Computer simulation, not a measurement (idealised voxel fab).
This is a process module. Its name is voxel capacitor over wiring.
In the cross-section labelled cut, the width is 295 nm and each square cell is 5 nm.
How to read a cross-section here: the picture is a grid of square cells, written as bands going from the top down, and any band can span one or more rows of cells.
Heights first: top, then bottom, in nm. Then materials, left to right, each with a width in nm. "edge to edge" on a single material: fills the band edge to edge. "air": empty space.
Below 0: as-received wafer, all one material; heights counted from there. Lowest band: no bottom, goes on down, written "0..down".
Width: "30 to 40" (first number = top row, second number = bottom row, same change from row to row of cells).
You'll sometimes find "remains unaltered" written for a step, and that's the way of saying that nowhere in the cross-section did a cell change during that step.
Closed empty spaces (no open way to the top) of 8 cells or more are what "Closed void list" lists, each as width x height at distance from the left edge, nm for all three.
Note: text after step settings on the step line = simulator remark on that step.
Among the settings permitted on a step's line is "overlay nm"; applied to a step with a mask, it specifies the extent to which the mask lay to the right of its planned position, whereas a negative figure signifies a position to the left.

**List of planned process steps**
step 1: RECEIVE,material Si
step 2: CONFORMAL_DEP,material SiO2,thk nm 10
step 3: CONFORMAL_DEP,material SiCN,thk nm 5
step 4: DIRECTIONAL_DEP,material SiO2,thk nm 25
step 5: MASKED_ETCH,tone open,mask id METAL_1,width nm 20,pitch nm 85,etch materials SiO2,depth nm 25,overlay nm 0
step 6: MASKED_ETCH,tone open,mask id METAL_1,width nm 20,pitch nm 85,etch materials SiCN,depth nm 5,overlay nm 0
step 7: CONFORMAL_DEP,material TiN,thk nm 5
step 8: FILL_DEP,material W,thk nm 5
step 9: CMP,height nm 40
step 10: CONFORMAL_DEP,material SiCN,thk nm 5
step 11: DIRECTIONAL_DEP,material lowk,thk nm 10
step 12: DIRECTIONAL_DEP,material aC,thk nm 10
step 13: PATTERN,tone open,mask id PLUG_1,material resist,width nm 15,thk nm 30,overlay nm 0
step 14: DIRECTIONAL_ETCH,etch materials aC,depth nm 10
step 15: STRIP,etch materials resist
step 16: DIRECTIONAL_ETCH,etch materials lowk,depth nm 10
step 17: DIRECTIONAL_ETCH,etch materials SiCN,depth nm 5
step 18: STRIP,etch materials aC
step 19: EPI,material Ru,thk nm 10
step 20: EPI,material Ru,thk nm 5
step 21: DIRECTIONAL_DEP,material TiN,thk nm 10
step 22: DIRECTIONAL_DEP,material HfO2,thk nm 5
step 23: DIRECTIONAL_DEP,material TiN,thk nm 5
step 24: MASKED_ETCH,tone cover,mask id UPPER_PLATE,width nm 70,etch materials TiN,depth nm 5,overlay nm 0
step 25: MASKED_ETCH,tone cover,mask id UPPER_PLATE,width nm 70,etch materials HfO2,depth nm 5,overlay nm 0
step 26: MASKED_ETCH,tone cover,mask id LOWER_PLATE,width nm 80,etch materials TiN,depth nm 10,overlay nm 0
step 27: FILL_DEP,material SiO2,thk nm 15
step 28: CMP,height nm 85
step 29: PATTERN,tone open,mask id PLUG_2,material resist,width nm 15,thk nm 20,overlay nm 0
step 30: DIRECTIONAL_ETCH,etch materials SiO2,depth nm 10
step 31: STRIP,etch materials resist
step 32: CONFORMAL_DEP,material TiN,thk nm 5
step 33: FILL_DEP,material Ru,thk nm 5
step 34: CMP,height nm 85
step 35: CONFORMAL_DEP,material SiCN,thk nm 5

**As-received wafer cross-section (after step 1)**
* 0..down  Si edge to edge
* Closed void list: none

**Post-module cross-section: identical start and plan to those above, one misstep in execution**
* 90..85  SiCN edge to edge
* 85..75  SiO2=110 to 100 / TiN=15 to 25 / SiO2=170
* 75..70  SiO2=100 / HfO2=20 / TiN=50 / SiO2=125
* 70..65  SiO2=95 / TiN=25 / HfO2=50 / SiO2=125
* 65..60  SiO2=95 / TiN=80 / SiO2=120
* 60..55  SiO2=95 / Ru=25 / TiN=55 / SiO2=120
* 55..45  lowk=100 / Ru=15 / lowk=180
* 45..40  W edge to edge
* 40..15  SiO2=95 / TiN=5 / W=10 / TiN=5 / SiO2=65 / TiN=5 / W=10 / TiN=5 / SiO2=95
* 15..10  SiCN=95 / TiN=20 / SiCN=65 / TiN=20 / SiCN=95
* 10..0  SiO2 edge to edge
* 0..down  Si edge to edge
* Closed void list: none
Deviation noted in wafer processing: in deviation from the planned setting, step 10 was conducted as CONFORMAL_DEP,material W,thk nm 5
